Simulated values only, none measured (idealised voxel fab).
This section sets out a process module, namely voxel gate over fins.
Square cells of 5 nm make up the cross-section cut, whose width is 215 nm.
This document writes a cross-section as a grid whose cells are square, and gives it as bands, listed from the top down; one or more rows of cells form a band.
Per band: top height and bottom height in nm, followed by the left-to-right materials and their widths in nm; "all across" marks a single material spanning edge to edge, "empty" marks empty space.
Basically, 0 is our baseline, since under it the wafer straight out of the box is all one material. The bottom band has no lower end and keeps on going down, so it looks like "0 -> down".
Width: "30->40" (first number = top row, second number = bottom row, same change from row to row of cells).
When a step is marked "no modification", none of the cells in the cross-section changed during that step.
The list in "Closed void listing" covers empty spaces of 8 cells or more that cannot reach the top through any open way, and it gives each as width x height at distance; the distance is from the left edge, and width, height and distance are in nm.
If you see something after the settings on a step's line, that's the simulator's own remark about that step.
The optional step-line setting "overlay nm" applies to steps with a mask and quantifies how far to the right of its planned location the mask lay, a negative value indicating leftward placement.

-- Process steps foreseen in the plan
1,RECEIVE with material Si
2,CONFORMAL_DEP with material SiN, thk nm 5
3,PATTERN with tone cover, mask id FINS, material resist, width nm 15, pitch nm 50, thk nm 20, overlay nm 0
4,DIRECTIONAL_ETCH with etch materials SiN, depth nm 5
5,DIRECTIONAL_ETCH with etch materials Si, depth nm 40
6,STRIP with etch materials resist
7,FILL_DEP with material SiO2, thk nm 5
8,CMP with height nm 5
9,PATTERN with tone open, mask id RAIL, material resist, width nm 15, thk nm 20, overlay nm 0
10,DIRECTIONAL_ETCH with etch materials SiO2, depth nm 40
11,STRIP with etch materials resist
12,CONFORMAL_DEP with material TiN, thk nm 5
13,FILL_DEP with material Ru, thk nm 10
14,CMP with height nm 5
15,SELECTIVE_ETCH with etch materials W Ru TiN, depth nm 25
16,FILL_DEP with material SiO2, thk nm 5
17,CMP with height nm 5
18,SELECTIVE_ETCH with etch materials SiO2, depth nm 15
19,STRIP with etch materials SiN
20,CONFORMAL_DEP with material HfO2, thk nm 5
21,CONFORMAL_DEP with material TiN, thk nm 5
22,CONFORMAL_DEP with material TiAl, thk nm 5
23,CONFORMAL_DEP with material TiN, thk nm 5
24,FILL_DEP with material W, thk nm 10
25,CMP with height nm 25
26,CONFORMAL_DEP with material SiN, thk nm 5

-- Wafer, first of two, run as planned

-- Received-state cross-section, reflecting completion of step 1
0 -> down  Si all across
Closed void listing: none

-- Presented here is a cross-section of the wafer after step 2 has been performed
5 -> 0  SiN all across
below 0: unchanged

-- Presented here is a cross-section of the wafer after step 3 has been performed
25 -> 5  empty 25, then resist 15, then empty 35, then resist 15, then empty 35, then resist 15, then empty 35, then resist 15, then empty 25
below 5: unchanged

-- Presented here is a cross-section of the wafer after step 4 has been performed
25 -> 5  empty 25, then resist 15, then empty 35, then resist 15, then empty 35, then resist 15, then empty 35, then resist 15, then empty 25
5 -> 0  empty 25, then SiN 15, then empty 35, then SiN 15, then empty 35, then SiN 15, then empty 35, then SiN 15, then empty 25
below 0: unchanged

-- Presented here is a cross-section of the wafer after step 5 has been performed
25 -> 5  empty 25, then resist 15, then empty 35, then resist 15, then empty 35, then resist 15, then empty 35, then resist 15, then empty 25
5 -> 0  empty 25, then SiN 15, then empty 35, then SiN 15, then empty 35, then SiN 15, then empty 35, then SiN 15, then empty 25
0 -> -40  empty 25, then Si 15, then empty 35, then Si 15, then empty 35, then Si 15, then empty 35, then Si 15, then empty 25
below -40: unchanged

-- Presented here is a cross-section of the wafer after step 6 has been performed
5 -> 0  empty 25, then SiN 15, then empty 35, then SiN 15, then empty 35, then SiN 15, then empty 35, then SiN 15, then empty 25
below 0: unchanged

-- Presented here is a cross-section of the wafer after step 7 has been performed
10 -> 5  SiO2 all across
5 -> 0  SiO2 25, then SiN 15, then SiO2 35, then SiN 15, then SiO2 35, then SiN 15, then SiO2 35, then SiN 15, then SiO2 25
0 -> -40  SiO2 25, then Si 15, then SiO2 35, then Si 15, then SiO2 35, then Si 15, then SiO2 35, then Si 15, then SiO2 25
below -40: unchanged

-- Presented here is a cross-section of the wafer after step 8 has been performed
5 -> 0  SiO2 25, then SiN 15, then SiO2 35, then SiN 15, then SiO2 35, then SiN 15, then SiO2 35, then SiN 15, then SiO2 25
below 0: unchanged

-- Presented here is a cross-section of the wafer after step 9 has been performed
25 -> 5  resist 50, then empty 15, then resist 150
below 5: unchanged

-- Presented here is a cross-section of the wafer after step 10 has been performed
25 -> 5  resist 50, then empty 15, then resist 150
5 -> 0  SiO2 25, then SiN 15, then SiO2 10, then empty 15, then SiO2 10, then SiN 15, then SiO2 35, then SiN 15, then SiO2 35, then SiN 15, then SiO2 25
0 -> -35  SiO2 25, then Si 15, then SiO2 10, then empty 15, then SiO2 10, then Si 15, then SiO2 35, then Si 15, then SiO2 35, then Si 15, then SiO2 25
below -35: unchanged

-- Presented here is a cross-section of the wafer after step 11 has been performed
5 -> 0  SiO2 25, then SiN 15, then SiO2 10, then empty 15, then SiO2 10, then SiN 15, then SiO2 35, then SiN 15, then SiO2 35, then SiN 15, then SiO2 25
below 0: unchanged

-- Presented here is a cross-section of the wafer after step 12 has been performed
10 -> 5  TiN 55, then empty 5, then TiN 155
5 -> 0  SiO2 25, then SiN 15, then SiO2 10, then TiN 5, then empty 5, then TiN 5, then SiO2 10, then SiN 15, then SiO2 35, then SiN 15, then SiO2 35, then SiN 15, then SiO2 25
0 -> -30  SiO2 25, then Si 15, then SiO2 10, then TiN 5, then empty 5, then TiN 5, then SiO2 10, then Si 15, then SiO2 35, then Si 15, then SiO2 35, then Si 15, then SiO2 25
-30 -> -35  SiO2 25, then Si 15, then SiO2 10, then TiN 15, then SiO2 10, then Si 15, then SiO2 35, then Si 15, then SiO2 35, then Si 15, then SiO2 25
below -35: unchanged

-- Presented here is a cross-section of the wafer after step 13 has been performed
20 -> 10  Ru all across
10 -> 5  TiN 55, then Ru 5, then TiN 155
5 -> 0  SiO2 25, then SiN 15, then SiO2 10, then TiN 5, then Ru 5, then TiN 5, then SiO2 10, then SiN 15, then SiO2 35, then SiN 15, then SiO2 35, then SiN 15, then SiO2 25
0 -> -30  SiO2 25, then Si 15, then SiO2 10, then TiN 5, then Ru 5, then TiN 5, then SiO2 10, then Si 15, then SiO2 35, then Si 15, then SiO2 35, then Si 15, then SiO2 25
below -30: unchanged

-- Presented here is a cross-section of the wafer after step 14 has been performed
5 -> 0  SiO2 25, then SiN 15, then SiO2 10, then TiN 5, then Ru 5, then TiN 5, then SiO2 10, then SiN 15, then SiO2 35, then SiN 15, then SiO2 35, then SiN 15, then SiO2 25
below 0: unchanged

-- Presented here is a cross-section of the wafer after step 15 has been performed
5 -> 0  SiO2 25, then SiN 15, then SiO2 10, then empty 15, then SiO2 10, then SiN 15, then SiO2 35, then SiN 15, then SiO2 35, then SiN 15, then SiO2 25
0 -> -20  SiO2 25, then Si 15, then SiO2 10, then empty 15, then SiO2 10, then Si 15, then SiO2 35, then Si 15, then SiO2 35, then Si 15, then SiO2 25
below -20: unchanged

-- Presented here is a cross-section of the wafer after step 16 has been performed
10 -> 5  SiO2 all across
5 -> 0  SiO2 25, then SiN 15, then SiO2 35, then SiN 15, then SiO2 35, then SiN 15, then SiO2 35, then SiN 15, then SiO2 25
0 -> -20  SiO2 25, then Si 15, then SiO2 35, then Si 15, then SiO2 35, then Si 15, then SiO2 35, then Si 15, then SiO2 25
below -20: unchanged

-- Presented here is a cross-section of the wafer after step 17 has been performed
5 -> 0  SiO2 25, then SiN 15, then SiO2 35, then SiN 15, then SiO2 35, then SiN 15, then SiO2 35, then SiN 15, then SiO2 25
below 0: unchanged

-- Presented here is a cross-section of the wafer after step 18 has been performed
5 -> 0  empty 25, then SiN 15, then empty 35, then SiN 15, then empty 35, then SiN 15, then empty 35, then SiN 15, then empty 25
0 -> -10  empty 25, then Si 15, then empty 35, then Si 15, then empty 35, then Si 15, then empty 35, then Si 15, then empty 25
below -10: unchanged

-- Presented here is a cross-section of the wafer after step 19 has been performed
0 -> -10  empty 25, then Si 15, then empty 35, then Si 15, then empty 35, then Si 15, then empty 35, then Si 15, then empty 25
below -10: unchanged

-- Presented here is a cross-section of the wafer after step 20 has been performed
5 -> 0  empty 20, then HfO2 25, then empty 25, then HfO2 25, then empty 25, then HfO2 25, then empty 25, then HfO2 25, then empty 20
0 -> -5  empty 20, then HfO2 5, then Si 15, then HfO2 5, then empty 25, then HfO2 5, then Si 15, then HfO2 5, then empty 25, then HfO2 5, then Si 15, then HfO2 5, then empty 25, then HfO2 5, then Si 15, then HfO2 5, then empty 20
-5 -> -10  HfO2 25, then Si 15, then HfO2 35, then Si 15, then HfO2 35, then Si 15, then HfO2 35, then Si 15, then HfO2 25
below -10: unchanged

-- Presented here is a cross-section of the wafer after step 21 has been performed
10 -> 5  empty 15, then TiN 35, then empty 15, then TiN 35, then empty 15, then TiN 35, then empty 15, then TiN 35, then empty 15
5 -> 0  empty 15, then TiN 5, then HfO2 25, then TiN 5, then empty 15, then TiN 5, then HfO2 25, then TiN 5, then empty 15, then TiN 5, then HfO2 25, then TiN 5, then empty 15, then TiN 5, then HfO2 25, then TiN 5, then empty 15
0 -> -5  TiN 20, then HfO2 5, then Si 15, then HfO2 5, then TiN 25, then HfO2 5, then Si 15, then HfO2 5, then TiN 25, then HfO2 5, then Si 15, then HfO2 5, then TiN 25, then HfO2 5, then Si 15, then HfO2 5, then TiN 20
below -5: unchanged

-- Presented here is a cross-section of the wafer after step 22 has been performed
15 -> 10  empty 10, then TiAl 45, then empty 5, then TiAl 45, then empty 5, then TiAl 45, then empty 5, then TiAl 45, then empty 10
10 -> 5  empty 10, then TiAl 5, then TiN 35, then TiAl 5, then empty 5, then TiAl 5, then TiN 35, then TiAl 5, then empty 5, then TiAl 5, then TiN 35, then TiAl 5, then empty 5, then TiAl 5, then TiN 35, then TiAl 5, then empty 10
5 -> 0  TiAl 15, then TiN 5, then HfO2 25, then TiN 5, then TiAl 15, then TiN 5, then HfO2 25, then TiN 5, then TiAl 15, then TiN 5, then HfO2 25, then TiN 5, then TiAl 15, then TiN 5, then HfO2 25, then TiN 5, then TiAl 15
below 0: unchanged

-- Presented here is a cross-section of the wafer after step 23 has been performed
20 -> 15  empty 5, then TiN 205, then empty 5
15 -> 10  empty 5, then TiN 5, then TiAl 45, then TiN 5, then TiAl 45, then TiN 5, then TiAl 45, then TiN 5, then TiAl 45, then TiN 5, then empty 5
10 -> 5  TiN 10, then TiAl 5, then TiN 35, then TiAl 5, then TiN 5, then TiAl 5, then TiN 35, then TiAl 5, then TiN 5, then TiAl 5, then TiN 35, then TiAl 5, then TiN 5, then TiAl 5, then TiN 35, then TiAl 5, then TiN 10
below 5: unchanged

-- Presented here is a cross-section of the wafer after step 24 has been performed
30 -> 20  W all across
20 -> 15  W 5, then TiN 205, then W 5
15 -> 10  W 5, then TiN 5, then TiAl 45, then TiN 5, then TiAl 45, then TiN 5, then TiAl 45, then TiN 5, then TiAl 45, then TiN 5, then W 5
below 10: unchanged

-- Presented here is a cross-section of the wafer after step 25 has been performed
25 -> 20  W all across
below 20: unchanged

-- Presented here is a cross-section of the wafer after step 26 has been performed
30 -> 25  SiN all across
below 25: unchanged

-- Here the second wafer is described. Its start and its plan were those of the first wafer. Its run contained one mistake. Up to and including step 8, it did exactly what the first wafer did

-- Cross-section, second wafer, at the end time the plan gives for step 9
25 -> 5  resist 55, then empty 15, then resist 145
below 5: unchanged

-- Cross-section, second wafer, at the end time the plan gives for step 10
25 -> 5  resist 55, then empty 15, then resist 145
5 -> 0  SiO2 25, then SiN 15, then SiO2 15, then empty 15, then SiO2 5, then SiN 15, then SiO2 35, then SiN 15, then SiO2 35, then SiN 15, then SiO2 25
0 -> -35  SiO2 25, then Si 15, then SiO2 15, then empty 15, then SiO2 5, then Si 15, then SiO2 35, then Si 15, then SiO2 35, then Si 15, then SiO2 25
below -35: unchanged

-- Cross-section, second wafer, at the end time the plan gives for step 11
5 -> 0  SiO2 25, then SiN 15, then SiO2 15, then empty 15, then SiO2 5, then SiN 15, then SiO2 35, then SiN 15, then SiO2 35, then SiN 15, then SiO2 25
below 0: unchanged

-- Cross-section, second wafer, at the end time the plan gives for step 12
10 -> 5  TiN 60, then empty 5, then TiN 150
5 -> 0  SiO2 25, then SiN 15, then SiO2 15, then TiN 5, then empty 5, then TiN 5, then SiO2 5, then SiN 15, then SiO2 35, then SiN 15, then SiO2 35, then SiN 15, then SiO2 25
0 -> -30  SiO2 25, then Si 15, then SiO2 15, then TiN 5, then empty 5, then TiN 5, then SiO2 5, then Si 15, then SiO2 35, then Si 15, then SiO2 35, then Si 15, then SiO2 25
-30 -> -35  SiO2 25, then Si 15, then SiO2 15, then TiN 15, then SiO2 5, then Si 15, then SiO2 35, then Si 15, then SiO2 35, then Si 15, then SiO2 25
below -35: unchanged

-- Cross-section, second wafer, at the end time the plan gives for step 13
20 -> 10  Ru all across
10 -> 5  TiN 60, then Ru 5, then TiN 150
5 -> 0  SiO2 25, then SiN 15, then SiO2 15, then TiN 5, then Ru 5, then TiN 5, then SiO2 5, then SiN 15, then SiO2 35, then SiN 15, then SiO2 35, then SiN 15, then SiO2 25
0 -> -30  SiO2 25, then Si 15, then SiO2 15, then TiN 5, then Ru 5, then TiN 5, then SiO2 5, then Si 15, then SiO2 35, then Si 15, then SiO2 35, then Si 15, then SiO2 25
below -30: unchanged

-- Cross-section, second wafer, at the end time the plan gives for step 14
5 -> 0  SiO2 25, then SiN 15, then SiO2 15, then TiN 5, then Ru 5, then TiN 5, then SiO2 5, then SiN 15, then SiO2 35, then SiN 15, then SiO2 35, then SiN 15, then SiO2 25
below 0: unchanged

-- Cross-section, second wafer, at the end time the plan gives for step 15
5 -> 0  SiO2 25, then SiN 15, then SiO2 15, then empty 15, then SiO2 5, then SiN 15, then SiO2 35, then SiN 15, then SiO2 35, then SiN 15, then SiO2 25
0 -> -20  SiO2 25, then Si 15, then SiO2 15, then empty 15, then SiO2 5, then Si 15, then SiO2 35, then Si 15, then SiO2 35, then Si 15, then SiO2 25
below -20: unchanged

-- Cross-section, second wafer, at the end time the plan gives for step 16
10 -> 5  SiO2 all across
5 -> 0  SiO2 25, then SiN 15, then SiO2 35, then SiN 15, then SiO2 35, then SiN 15, then SiO2 35, then SiN 15, then SiO2 25
0 -> -20  SiO2 25, then Si 15, then SiO2 35, then Si 15, then SiO2 35, then Si 15, then SiO2 35, then Si 15, then SiO2 25
below -20: unchanged

-- Cross-section, second wafer, at the end time the plan gives for step 17
5 -> 0  SiO2 25, then SiN 15, then SiO2 35, then SiN 15, then SiO2 35, then SiN 15, then SiO2 35, then SiN 15, then SiO2 25
below 0: unchanged

-- Cross-section, second wafer, at the end time the plan gives for step 18
5 -> 0  empty 25, then SiN 15, then empty 35, then SiN 15, then empty 35, then SiN 15, then empty 35, then SiN 15, then empty 25
0 -> -10  empty 25, then Si 15, then empty 35, then Si 15, then empty 35, then Si 15, then empty 35, then Si 15, then empty 25
below -10: unchanged

-- Cross-section, second wafer, at the end time the plan gives for step 19
0 -> -10  empty 25, then Si 15, then empty 35, then Si 15, then empty 35, then Si 15, then empty 35, then Si 15, then empty 25
below -10: unchanged

-- Cross-section, second wafer, at the end time the plan gives for step 20
5 -> 0  empty 20, then HfO2 25, then empty 25, then HfO2 25, then empty 25, then HfO2 25, then empty 25, then HfO2 25, then empty 20
0 -> -5  empty 20, then HfO2 5, then Si 15, then HfO2 5, then empty 25, then HfO2 5, then Si 15, then HfO2 5, then empty 25, then HfO2 5, then Si 15, then HfO2 5, then empty 25, then HfO2 5, then Si 15, then HfO2 5, then empty 20
-5 -> -10  HfO2 25, then Si 15, then HfO2 35, then Si 15, then HfO2 35, then Si 15, then HfO2 35, then Si 15, then HfO2 25
below -10: unchanged

-- Cross-section, second wafer, at the end time the plan gives for step 21
10 -> 5  empty 15, then TiN 35, then empty 15, then TiN 35, then empty 15, then TiN 35, then empty 15, then TiN 35, then empty 15
5 -> 0  empty 15, then TiN 5, then HfO2 25, then TiN 5, then empty 15, then TiN 5, then HfO2 25, then TiN 5, then empty 15, then TiN 5, then HfO2 25, then TiN 5, then empty 15, then TiN 5, then HfO2 25, then TiN 5, then empty 15
0 -> -5  TiN 20, then HfO2 5, then Si 15, then HfO2 5, then TiN 25, then HfO2 5, then Si 15, then HfO2 5, then TiN 25, then HfO2 5, then Si 15, then HfO2 5, then TiN 25, then HfO2 5, then Si 15, then HfO2 5, then TiN 20
below -5: unchanged

-- Cross-section, second wafer, at the end time the plan gives for step 22
15 -> 10  empty 10, then TiAl 45, then empty 5, then TiAl 45, then empty 5, then TiAl 45, then empty 5, then TiAl 45, then empty 10
10 -> 5  empty 10, then TiAl 5, then TiN 35, then TiAl 5, then empty 5, then TiAl 5, then TiN 35, then TiAl 5, then empty 5, then TiAl 5, then TiN 35, then TiAl 5, then empty 5, then TiAl 5, then TiN 35, then TiAl 5, then empty 10
5 -> 0  TiAl 15, then TiN 5, then HfO2 25, then TiN 5, then TiAl 15, then TiN 5, then HfO2 25, then TiN 5, then TiAl 15, then TiN 5, then HfO2 25, then TiN 5, then TiAl 15, then TiN 5, then HfO2 25, then TiN 5, then TiAl 15
below 0: unchanged

-- Cross-section, second wafer, at the end time the plan gives for step 23
20 -> 15  empty 5, then TiN 205, then empty 5
15 -> 10  empty 5, then TiN 5, then TiAl 45, then TiN 5, then TiAl 45, then TiN 5, then TiAl 45, then TiN 5, then TiAl 45, then TiN 5, then empty 5
10 -> 5  TiN 10, then TiAl 5, then TiN 35, then TiAl 5, then TiN 5, then TiAl 5, then TiN 35, then TiAl 5, then TiN 5, then TiAl 5, then TiN 35, then TiAl 5, then TiN 5, then TiAl 5, then TiN 35, then TiAl 5, then TiN 10
below 5: unchanged

-- Cross-section, second wafer, at the end time the plan gives for step 24
30 -> 20  W all across
20 -> 15  W 5, then TiN 205, then W 5
15 -> 10  W 5, then TiN 5, then TiAl 45, then TiN 5, then TiAl 45, then TiN 5, then TiAl 45, then TiN 5, then TiAl 45, then TiN 5, then W 5
below 10: unchanged

-- Cross-section, second wafer, at the end time the plan gives for step 25
25 -> 20  W all across
below 20: unchanged

-- Cross-section, second wafer, at the end time the plan gives for step 26
30 -> 25  SiN all across
below 25: unchanged
What was the processing mistake? step 9 was not run as planned; what actually ran was PATTERN with tone open, mask id RAIL, material resist, width nm 15, thk nm 20, overlay nm 5
At the close, every material occupies the same number of cells on the second wafer as on the first, only in different positions.
